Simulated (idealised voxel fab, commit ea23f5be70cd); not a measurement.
Process module heading - voxel air gaps
245 nm wide, 5 nm square cells: that's cross-section cut.
If you're reading a cross-section in this doc, picture square cells in a grid; it comes to you as bands, top ones listed first down to the bottom, and a band can be one or more rows of cells.
A band entry consists of two parts. The first gives the height of the band's top and the height of its bottom, in nm. The rest lists the band's materials from left to right, each with its width in nm. A single material labelled with the word "full width" fills the band from edge to edge, and the word "blank" marks empty space.
The level at which height equals 0 is the one under which the wafer, as it arrives, is entirely one material. No lower edge exists for the bottom band, which continues downward and is notated as in "0 down".
Note: "30->40" means the width goes from the first number (top row of the band) to the second number (bottom row) in equal steps per row of cells.
"no change occurred" after a step means that no cell of the cross-section changed.
"Closed void catalog" enumerates empty spaces isolated from the top, with no open way to it, that contain at least 8 cells, giving each as width x height at distance from the left edge, all three in nm.
Note: text after step settings on the step line = simulator remark on that step.
If you see "overlay nm" on a step's line and that step has a mask, it's telling you how far right of where it was planned the mask ended up; a negative number means it went left instead.
Planned process steps
1: RECEIVE: material Si
2: CONFORMAL_DEP: material SiO2, thk nm 10
3: CONFORMAL_DEP: material SiN, thk nm 5
4: DIRECTIONAL_DEP: material lowk, thk nm 35
5: DIRECTIONAL_DEP: material aC, thk nm 10
6: PATTERN: tone open, mask id LINES, material resist, width nm 20, pitch nm 50, thk nm 25, overlay nm 0
7: DIRECTIONAL_ETCH: etch materials aC, depth nm 10
8: STRIP: etch materials resist
9: DIRECTIONAL_ETCH: etch materials lowk, depth nm 35
10: STRIP: etch materials aC
11: CONFORMAL_DEP: material TiN, thk nm 5
12: FILL_DEP: material Ru, thk nm 5
13: CMP: height nm 50
14: EPI: material Ru, thk nm 10
15: SELECTIVE_ETCH: etch materials lowk, depth nm 45
16: CONFORMAL_DEP: material SiCN, thk nm 5
First of two wafers: run as planned
So this is the incoming wafer in cross-section - it's already been through step 1
  0 down | Si full width
  Closed void catalog: none
Wafer xsec, post step 2
  10 to 0 | SiO2 full width
  Lower than 0, everything is as it was.
Wafer xsec, post step 3
  15 to 10 | SiN full width
  Lower than 10, everything is as it was.
Wafer xsec, post step 4
  50 to 15 | lowk full width
  Lower than 15, everything is as it was.
Wafer xsec, post step 5
  60 to 50 | aC full width
  Lower than 50, everything is as it was.
Wafer xsec, post step 6
  85 to 60 | resist=60, then blank=20, then resist=30, then blank=20, then resist=30, then blank=20, then resist=65
  Lower than 60, everything is as it was.
Wafer xsec, post step 7
  75 to 60 | resist=60, then blank=20, then resist=30, then blank=20, then resist=30, then blank=20, then resist=65
  60 to 50 | aC=60, then blank=20, then aC=30, then blank=20, then aC=30, then blank=20, then aC=65
  Lower than 50, everything is as it was.
Wafer xsec, post step 8
  60 to 50 | aC=60, then blank=20, then aC=30, then blank=20, then aC=30, then blank=20, then aC=65
  Lower than 50, everything is as it was.
Wafer xsec, post step 9
  60 to 50 | aC=60, then blank=20, then aC=30, then blank=20, then aC=30, then blank=20, then aC=65
  50 to 15 | lowk=60, then blank=20, then lowk=30, then blank=20, then lowk=30, then blank=20, then lowk=65
  Lower than 15, everything is as it was.
Wafer xsec, post step 10
  50 to 15 | lowk=60, then blank=20, then lowk=30, then blank=20, then lowk=30, then blank=20, then lowk=65
  Lower than 15, everything is as it was.
Wafer xsec, post step 11
  55 to 50 | TiN=65, then blank=10, then TiN=40, then blank=10, then TiN=40, then blank=10, then TiN=70
  50 to 20 | lowk=60, then TiN=5, then blank=10, then TiN=5, then lowk=30, then TiN=5, then blank=10, then TiN=5, then lowk=30, then TiN=5, then blank=10, then TiN=5, then lowk=65
  20 to 15 | lowk=60, then TiN=20, then lowk=30, then TiN=20, then lowk=30, then TiN=20, then lowk=65
  Lower than 15, everything is as it was.
Wafer xsec, post step 12
  60 to 55 | Ru full width
  55 to 50 | TiN=65, then Ru=10, then TiN=40, then Ru=10, then TiN=40, then Ru=10, then TiN=70
  50 to 20 | lowk=60, then TiN=5, then Ru=10, then TiN=5, then lowk=30, then TiN=5, then Ru=10, then TiN=5, then lowk=30, then TiN=5, then Ru=10, then TiN=5, then lowk=65
  Lower than 20, everything is as it was.
Wafer xsec, post step 13
  50 to 20 | lowk=60, then TiN=5, then Ru=10, then TiN=5, then lowk=30, then TiN=5, then Ru=10, then TiN=5, then lowk=30, then TiN=5, then Ru=10, then TiN=5, then lowk=65
  Lower than 20, everything is as it was.
Wafer xsec, post step 14
  60 to 50 | blank=50, then Ru=40, then blank=10, then Ru=40, then blank=10, then Ru=40, then blank=55
  Lower than 50, everything is as it was.
Wafer xsec, post step 15
  60 to 50 | blank=50, then Ru=40, then blank=10, then Ru=40, then blank=10, then Ru=40, then blank=55
  50 to 20 | blank=60, then TiN=5, then Ru=10, then TiN=5, then blank=30, then TiN=5, then Ru=10, then TiN=5, then blank=30, then TiN=5, then Ru=10, then TiN=5, then blank=65
  20 to 15 | blank=60, then TiN=20, then blank=30, then TiN=20, then blank=30, then TiN=20, then blank=65
  Lower than 15, everything is as it was.
Wafer xsec, post step 16
  65 to 60 | blank=45, then SiCN=150, then blank=50
  60 to 50 | blank=45, then SiCN=5, then Ru=40, then SiCN=10, then Ru=40, then SiCN=10, then Ru=40, then SiCN=5, then blank=50
  50 to 45 | blank=45, then SiCN=15, then TiN=5, then Ru=10, then TiN=5, then SiCN=30, then TiN=5, then Ru=10, then TiN=5, then SiCN=30, then TiN=5, then Ru=10, then TiN=5, then SiCN=15, then blank=50
  45 to 20 | blank=55, then SiCN=5, then TiN=5, then Ru=10, then TiN=5, then SiCN=5, then blank=20, then SiCN=5, then TiN=5, then Ru=10, then TiN=5, then SiCN=5, then blank=20, then SiCN=5, then TiN=5, then Ru=10, then TiN=5, then SiCN=5, then blank=60
  20 to 15 | SiCN=60, then TiN=20, then SiCN=30, then TiN=20, then SiCN=30, then TiN=20, then SiCN=65
  Lower than 15, everything is as it was.
  Closed void catalog: 20 x 25 at 85; 20 x 25 at 135
Now the other wafer: same start, same recipe, but we messed up one thing when running it. Up to and including step 5 it's the same as the first one
Cross-sectional representation of the second wafer at the time designated in the plan for the completion of step 6
  85 to 60 | blank=60, then resist=20, then blank=30, then resist=20, then blank=30, then resist=20, then blank=65
  Lower than 60, everything is as it was.
Cross-sectional representation of the second wafer at the time designated in the plan for the completion of step 7
  75 to 60 | blank=60, then resist=20, then blank=30, then resist=20, then blank=30, then resist=20, then blank=65
  60 to 50 | blank=60, then aC=20, then blank=30, then aC=20, then blank=30, then aC=20, then blank=65
  Lower than 50, everything is as it was.
Cross-sectional representation of the second wafer at the time designated in the plan for the completion of step 8
  60 to 50 | blank=60, then aC=20, then blank=30, then aC=20, then blank=30, then aC=20, then blank=65
  Lower than 50, everything is as it was.
Cross-sectional representation of the second wafer at the time designated in the plan for the completion of step 9
  60 to 50 | blank=60, then aC=20, then blank=30, then aC=20, then blank=30, then aC=20, then blank=65
  50 to 15 | blank=60, then lowk=20, then blank=30, then lowk=20, then blank=30, then lowk=20, then blank=65
  Lower than 15, everything is as it was.
Cross-sectional representation of the second wafer at the time designated in the plan for the completion of step 10
  50 to 15 | blank=60, then lowk=20, then blank=30, then lowk=20, then blank=30, then lowk=20, then blank=65
  Lower than 15, everything is as it was.
Cross-sectional representation of the second wafer at the time designated in the plan for the completion of step 11
  55 to 50 | blank=55, then TiN=30, then blank=20, then TiN=30, then blank=20, then TiN=30, then blank=60
  50 to 20 | blank=55, then TiN=5, then lowk=20, then TiN=5, then blank=20, then TiN=5, then lowk=20, then TiN=5, then blank=20, then TiN=5, then lowk=20, then TiN=5, then blank=60
  20 to 15 | TiN=60, then lowk=20, then TiN=30, then lowk=20, then TiN=30, then lowk=20, then TiN=65
  Lower than 15, everything is as it was.
Cross-sectional representation of the second wafer at the time designated in the plan for the completion of step 12
  60 to 55 | Ru full width
  55 to 50 | Ru=55, then TiN=30, then Ru=20, then TiN=30, then Ru=20, then TiN=30, then Ru=60
  50 to 20 | Ru=55, then TiN=5, then lowk=20, then TiN=5, then Ru=20, then TiN=5, then lowk=20, then TiN=5, then Ru=20, then TiN=5, then lowk=20, then TiN=5, then Ru=60
  Lower than 20, everything is as it was.
Cross-sectional representation of the second wafer at the time designated in the plan for the completion of step 13
  50 to 20 | Ru=55, then TiN=5, then lowk=20, then TiN=5, then Ru=20, then TiN=5, then lowk=20, then TiN=5, then Ru=20, then TiN=5, then lowk=20, then TiN=5, then Ru=60
  Lower than 20, everything is as it was.
Cross-sectional representation of the second wafer at the time designated in the plan for the completion of step 14
  60 to 50 | Ru full width
  Lower than 50, everything is as it was.
Cross-sectional representation of the second wafer at the time designated in the plan for the completion of step 15: no change occurred
Cross-sectional representation of the second wafer at the time designated in the plan for the completion of step 16
  65 to 60 | SiCN full width
  Lower than 60, everything is as it was.
Where did the run depart from the plan? it should be noted that step 6 was executed with settings other than those planned, the operation and settings actually applied being PATTERN: tone cover, mask id LINES, material resist, width nm 20, pitch nm 50, thk nm 25, overlay nm 0
The second wafer ends with more or fewer cells of some materials than the first, per final count: 200 more of Ru; 78 fewer of SiCN; 25 more of TiN; 84 more of lowk
Closed void count at end of process - first wafer: 2; second wafer: 0.
